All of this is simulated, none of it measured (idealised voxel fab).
A process module follows: voxel wiring stack.
Square cell edge 5 nm, section width 235 nm, ID cut.
In what follows, cross-sections appear as grids of square cells, described through bands that run from the top down, where every band is one or more rows of cells.
Each band's line starts with the height of the band's top and of its bottom, in nm. Then come its materials from left to right, each with its width in nm. One material with "edge to edge" fills the band from edge to edge. "blank" is empty space.
Convention: height 0 is the level below which the wafer, as received, is all one material. The lowest band does not terminate at the bottom but continues downward, represented as "0..down".
The notation "30->40" denotes a width that varies across the rows of cells in the band, beginning at the first number in the top row, finishing at the second number in the bottom row, and changing by an identical amount from each row to the next.
"remains unaltered" after a step means that no cell of the cross-section changed.
Under "Enclosed void inventory" you'll find the enclosed gaps, the ones with no way out to the top, that are 8 cells or bigger; each reads width x height at distance, with distance counted from the left edge, everything in nm.
Whatever follows a step's settings on its line is a remark the simulator itself makes about that step.
overlay nm: mask right of planned place by this much (step with mask). Neg. = left.
# Set out below are the planned steps of the process
1: RECEIVE: material Si
2: CONFORMAL_DEP: material SiO2, thk nm 10
3: CONFORMAL_DEP: material SiCN, thk nm 5
4: DIRECTIONAL_DEP: material lowk, thk nm 20
5: DIRECTIONAL_DEP: material aC, thk nm 10
6: PATTERN: tone open, mask id METAL_1, material resist, width nm 20, pitch nm 40, thk nm 30, overlay nm 0
7: DIRECTIONAL_ETCH: etch materials aC, depth nm 10
8: STRIP: etch materials resist
9: DIRECTIONAL_ETCH: etch materials lowk, depth nm 20
10: DIRECTIONAL_ETCH: etch materials SiCN, depth nm 5
11: STRIP: etch materials aC
12: CONFORMAL_DEP: material TiN, thk nm 5
13: FILL_DEP: material Cu, thk nm 5
14: CMP: height nm 35
15: CONFORMAL_DEP: material SiCN, thk nm 5
16: DIRECTIONAL_DEP: material lowk, thk nm 30
17: MASKED_ETCH: tone open, mask id METAL_2_HOLES, width nm 15, pitch nm 40, etch materials lowk, depth nm 30, overlay nm 0
18: MASKED_ETCH: tone open, mask id METAL_2, width nm 20, pitch nm 40, etch materials lowk, depth nm 20, overlay nm 0
19: MASKED_ETCH: tone open, mask id METAL_2, width nm 20, pitch nm 40, etch materials SiCN, depth nm 5, overlay nm 0
20: CONFORMAL_DEP: material TiN, thk nm 5
21: FILL_DEP: material Ru, thk nm 10
22: CMP: height nm 70
23: CONFORMAL_DEP: material SiCN, thk nm 5
# First of two wafers: run as planned
# This is the cross-section of the wafer as we received it, i.e. after step 1
  0..down = Si edge to edge
  Enclosed void inventory: none
# Cross-section of the wafer after step 2
  10..0 = SiO2 edge to edge
  Anything lower than 0 is untouched.
# Cross-section of the wafer after step 3
  15..10 = SiCN edge to edge
  Anything lower than 10 is untouched.
# Cross-section of the wafer after step 4
  35..15 = lowk edge to edge
  Anything lower than 15 is untouched.
# Cross-section of the wafer after step 5
  45..35 = aC edge to edge
  Anything lower than 35 is untouched.
# Cross-section of the wafer after step 6
  75..45 = 85 nm resist | 20 nm blank | 20 nm resist | 20 nm blank | 90 nm resist
  Anything lower than 45 is untouched.
# Cross-section of the wafer after step 7
  65..45 = 85 nm resist | 20 nm blank | 20 nm resist | 20 nm blank | 90 nm resist
  45..35 = 85 nm aC | 20 nm blank | 20 nm aC | 20 nm blank | 90 nm aC
  Anything lower than 35 is untouched.
# Cross-section of the wafer after step 8
  45..35 = 85 nm aC | 20 nm blank | 20 nm aC | 20 nm blank | 90 nm aC
  Anything lower than 35 is untouched.
# Cross-section of the wafer after step 9
  45..35 = 85 nm aC | 20 nm blank | 20 nm aC | 20 nm blank | 90 nm aC
  35..15 = 85 nm lowk | 20 nm blank | 20 nm lowk | 20 nm blank | 90 nm lowk
  Anything lower than 15 is untouched.
# Cross-section of the wafer after step 10
  45..35 = 85 nm aC | 20 nm blank | 20 nm aC | 20 nm blank | 90 nm aC
  35..15 = 85 nm lowk | 20 nm blank | 20 nm lowk | 20 nm blank | 90 nm lowk
  15..10 = 85 nm SiCN | 20 nm blank | 20 nm SiCN | 20 nm blank | 90 nm SiCN
  Anything lower than 10 is untouched.
# Cross-section of the wafer after step 11
  35..15 = 85 nm lowk | 20 nm blank | 20 nm lowk | 20 nm blank | 90 nm lowk
  Anything lower than 15 is untouched.
# Cross-section of the wafer after step 12
  40..35 = 90 nm TiN | 10 nm blank | 30 nm TiN | 10 nm blank | 95 nm TiN
  35..15 = 85 nm lowk | 5 nm TiN | 10 nm blank | 5 nm TiN | 20 nm lowk | 5 nm TiN | 10 nm blank | 5 nm TiN | 90 nm lowk
  15..10 = 85 nm SiCN | 20 nm TiN | 20 nm SiCN | 20 nm TiN | 90 nm SiCN
  Anything lower than 10 is untouched.
# Cross-section of the wafer after step 13
  45..40 = Cu edge to edge
  40..35 = 90 nm TiN | 10 nm Cu | 30 nm TiN | 10 nm Cu | 95 nm TiN
  35..15 = 85 nm lowk | 5 nm TiN | 10 nm Cu | 5 nm TiN | 20 nm lowk | 5 nm TiN | 10 nm Cu | 5 nm TiN | 90 nm lowk
  Anything lower than 15 is untouched.
# Cross-section of the wafer after step 14
  35..15 = 85 nm lowk | 5 nm TiN | 10 nm Cu | 5 nm TiN | 20 nm lowk | 5 nm TiN | 10 nm Cu | 5 nm TiN | 90 nm lowk
  Anything lower than 15 is untouched.
# Cross-section of the wafer after step 15
  40..35 = SiCN edge to edge
  Anything lower than 35 is untouched.
# Cross-section of the wafer after step 16
  70..40 = lowk edge to edge
  Anything lower than 40 is untouched.
# Cross-section of the wafer after step 17
  70..40 = 85 nm lowk | 15 nm blank | 25 nm lowk | 15 nm blank | 95 nm lowk
  Anything lower than 40 is untouched.
# Cross-section of the wafer after step 18
  70..50 = 85 nm lowk | 20 nm blank | 20 nm lowk | 20 nm blank | 90 nm lowk
  Anything lower than 50 is untouched.
# Cross-section of the wafer after step 19
  70..50 = 85 nm lowk | 20 nm blank | 20 nm lowk | 20 nm blank | 90 nm lowk
  50..40 = 85 nm lowk | 15 nm blank | 25 nm lowk | 15 nm blank | 95 nm lowk
  40..35 = 85 nm SiCN | 15 nm blank | 25 nm SiCN | 15 nm blank | 95 nm SiCN
  Anything lower than 35 is untouched.
# Cross-section of the wafer after step 20
  75..70 = 90 nm TiN | 10 nm blank | 30 nm TiN | 10 nm blank | 95 nm TiN
  70..55 = 85 nm lowk | 5 nm TiN | 10 nm blank | 5 nm TiN | 20 nm lowk | 5 nm TiN | 10 nm blank | 5 nm TiN | 90 nm lowk
  55..50 = 85 nm lowk | 5 nm TiN | 5 nm blank | 10 nm TiN | 20 nm lowk | 5 nm TiN | 5 nm blank | 10 nm TiN | 90 nm lowk
  50..40 = 85 nm lowk | 5 nm TiN | 5 nm blank | 5 nm TiN | 25 nm lowk | 5 nm TiN | 5 nm blank | 5 nm TiN | 95 nm lowk
  40..35 = 85 nm SiCN | 15 nm TiN | 25 nm SiCN | 15 nm TiN | 95 nm SiCN
  Anything lower than 35 is untouched.
# Cross-section of the wafer after step 21
  85..75 = Ru edge to edge
  75..70 = 90 nm TiN | 10 nm Ru | 30 nm TiN | 10 nm Ru | 95 nm TiN
  70..55 = 85 nm lowk | 5 nm TiN | 10 nm Ru | 5 nm TiN | 20 nm lowk | 5 nm TiN | 10 nm Ru | 5 nm TiN | 90 nm lowk
  55..50 = 85 nm lowk | 5 nm TiN | 5 nm Ru | 10 nm TiN | 20 nm lowk | 5 nm TiN | 5 nm Ru | 10 nm TiN | 90 nm lowk
  50..40 = 85 nm lowk | 5 nm TiN | 5 nm Ru | 5 nm TiN | 25 nm lowk | 5 nm TiN | 5 nm Ru | 5 nm TiN | 95 nm lowk
  Anything lower than 40 is untouched.
# Cross-section of the wafer after step 22
  70..55 = 85 nm lowk | 5 nm TiN | 10 nm Ru | 5 nm TiN | 20 nm lowk | 5 nm TiN | 10 nm Ru | 5 nm TiN | 90 nm lowk
  Anything lower than 55 is untouched.
# Cross-section of the wafer after step 23
  75..70 = SiCN edge to edge
  Anything lower than 70 is untouched.
# Wafer two: like wafer one in start and plan, but with one mistake in execution; identical up to and including step 5
# Cross-section of the second wafer corresponding to the planned conclusion of step 6
  75..45 = 85 nm blank | 20 nm resist | 20 nm blank | 20 nm resist | 90 nm blank
  Anything lower than 45 is untouched.
# Cross-section of the second wafer corresponding to the planned conclusion of step 7
  65..45 = 85 nm blank | 20 nm resist | 20 nm blank | 20 nm resist | 90 nm blank
  45..35 = 85 nm blank | 20 nm aC | 20 nm blank | 20 nm aC | 90 nm blank
  Anything lower than 35 is untouched.
# Cross-section of the second wafer corresponding to the planned conclusion of step 8
  45..35 = 85 nm blank | 20 nm aC | 20 nm blank | 20 nm aC | 90 nm blank
  Anything lower than 35 is untouched.
# Cross-section of the second wafer corresponding to the planned conclusion of step 9
  45..35 = 85 nm blank | 20 nm aC | 20 nm blank | 20 nm aC | 90 nm blank
  35..15 = 85 nm blank | 20 nm lowk | 20 nm blank | 20 nm lowk | 90 nm blank
  Anything lower than 15 is untouched.
# Cross-section of the second wafer corresponding to the planned conclusion of step 10
  45..35 = 85 nm blank | 20 nm aC | 20 nm blank | 20 nm aC | 90 nm blank
  35..15 = 85 nm blank | 20 nm lowk | 20 nm blank | 20 nm lowk | 90 nm blank
  15..10 = 85 nm blank | 20 nm SiCN | 20 nm blank | 20 nm SiCN | 90 nm blank
  Anything lower than 10 is untouched.
# Cross-section of the second wafer corresponding to the planned conclusion of step 11
  35..15 = 85 nm blank | 20 nm lowk | 20 nm blank | 20 nm lowk | 90 nm blank
  Anything lower than 15 is untouched.
# Cross-section of the second wafer corresponding to the planned conclusion of step 12
  40..35 = 80 nm blank | 30 nm TiN | 10 nm blank | 30 nm TiN | 85 nm blank
  35..15 = 80 nm blank | 5 nm TiN | 20 nm lowk | 5 nm TiN | 10 nm blank | 5 nm TiN | 20 nm lowk | 5 nm TiN | 85 nm blank
  15..10 = 85 nm TiN | 20 nm SiCN | 20 nm TiN | 20 nm SiCN | 90 nm TiN
  Anything lower than 10 is untouched.
# Cross-section of the second wafer corresponding to the planned conclusion of step 13
  45..40 = Cu edge to edge
  40..35 = 80 nm Cu | 30 nm TiN | 10 nm Cu | 30 nm TiN | 85 nm Cu
  35..15 = 80 nm Cu | 5 nm TiN | 20 nm lowk | 5 nm TiN | 10 nm Cu | 5 nm TiN | 20 nm lowk | 5 nm TiN | 85 nm Cu
  Anything lower than 15 is untouched.
# Cross-section of the second wafer corresponding to the planned conclusion of step 14
  35..15 = 80 nm Cu | 5 nm TiN | 20 nm lowk | 5 nm TiN | 10 nm Cu | 5 nm TiN | 20 nm lowk | 5 nm TiN | 85 nm Cu
  Anything lower than 15 is untouched.
# Cross-section of the second wafer corresponding to the planned conclusion of step 15
  40..35 = SiCN edge to edge
  Anything lower than 35 is untouched.
# Cross-section of the second wafer corresponding to the planned conclusion of step 16
  70..40 = lowk edge to edge
  Anything lower than 40 is untouched.
# Cross-section of the second wafer corresponding to the planned conclusion of step 17
  70..40 = 85 nm lowk | 15 nm blank | 25 nm lowk | 15 nm blank | 95 nm lowk
  Anything lower than 40 is untouched.
# Cross-section of the second wafer corresponding to the planned conclusion of step 18
  70..50 = 85 nm lowk | 20 nm blank | 20 nm lowk | 20 nm blank | 90 nm lowk
  Anything lower than 50 is untouched.
# Cross-section of the second wafer corresponding to the planned conclusion of step 19
  70..50 = 85 nm lowk | 20 nm blank | 20 nm lowk | 20 nm blank | 90 nm lowk
  50..40 = 85 nm lowk | 15 nm blank | 25 nm lowk | 15 nm blank | 95 nm lowk
  40..35 = 85 nm SiCN | 15 nm blank | 25 nm SiCN | 15 nm blank | 95 nm SiCN
  Anything lower than 35 is untouched.
# Cross-section of the second wafer corresponding to the planned conclusion of step 20
  75..70 = 90 nm TiN | 10 nm blank | 30 nm TiN | 10 nm blank | 95 nm TiN
  70..55 = 85 nm lowk | 5 nm TiN | 10 nm blank | 5 nm TiN | 20 nm lowk | 5 nm TiN | 10 nm blank | 5 nm TiN | 90 nm lowk
  55..50 = 85 nm lowk | 5 nm TiN | 5 nm blank | 10 nm TiN | 20 nm lowk | 5 nm TiN | 5 nm blank | 10 nm TiN | 90 nm lowk
  50..40 = 85 nm lowk | 5 nm TiN | 5 nm blank | 5 nm TiN | 25 nm lowk | 5 nm TiN | 5 nm blank | 5 nm TiN | 95 nm lowk
  40..35 = 85 nm SiCN | 15 nm TiN | 25 nm SiCN | 15 nm TiN | 95 nm SiCN
  Anything lower than 35 is untouched.
# Cross-section of the second wafer corresponding to the planned conclusion of step 21
  85..75 = Ru edge to edge
  75..70 = 90 nm TiN | 10 nm Ru | 30 nm TiN | 10 nm Ru | 95 nm TiN
  70..55 = 85 nm lowk | 5 nm TiN | 10 nm Ru | 5 nm TiN | 20 nm lowk | 5 nm TiN | 10 nm Ru | 5 nm TiN | 90 nm lowk
  55..50 = 85 nm lowk | 5 nm TiN | 5 nm Ru | 10 nm TiN | 20 nm lowk | 5 nm TiN | 5 nm Ru | 10 nm TiN | 90 nm lowk
  50..40 = 85 nm lowk | 5 nm TiN | 5 nm Ru | 5 nm TiN | 25 nm lowk | 5 nm TiN | 5 nm Ru | 5 nm TiN | 95 nm lowk
  Anything lower than 40 is untouched.
# Cross-section of the second wafer corresponding to the planned conclusion of step 22
  70..55 = 85 nm lowk | 5 nm TiN | 10 nm Ru | 5 nm TiN | 20 nm lowk | 5 nm TiN | 10 nm Ru | 5 nm TiN | 90 nm lowk
  Anything lower than 55 is untouched.
# Cross-section of the second wafer corresponding to the planned conclusion of step 23
  75..70 = SiCN edge to edge
  Anything lower than 70 is untouched.
What went wrong in running the wafer? step 6 was processed under conditions differing from the plan, specifically as PATTERN: tone cover, mask id METAL_1, material resist, width nm 20, pitch nm 40, thk nm 30, overlay nm 0
The second wafer ends with more or fewer cells of some materials than the first, per final count: +124 Cu; -31 SiCN; +31 TiN; -124 lowk
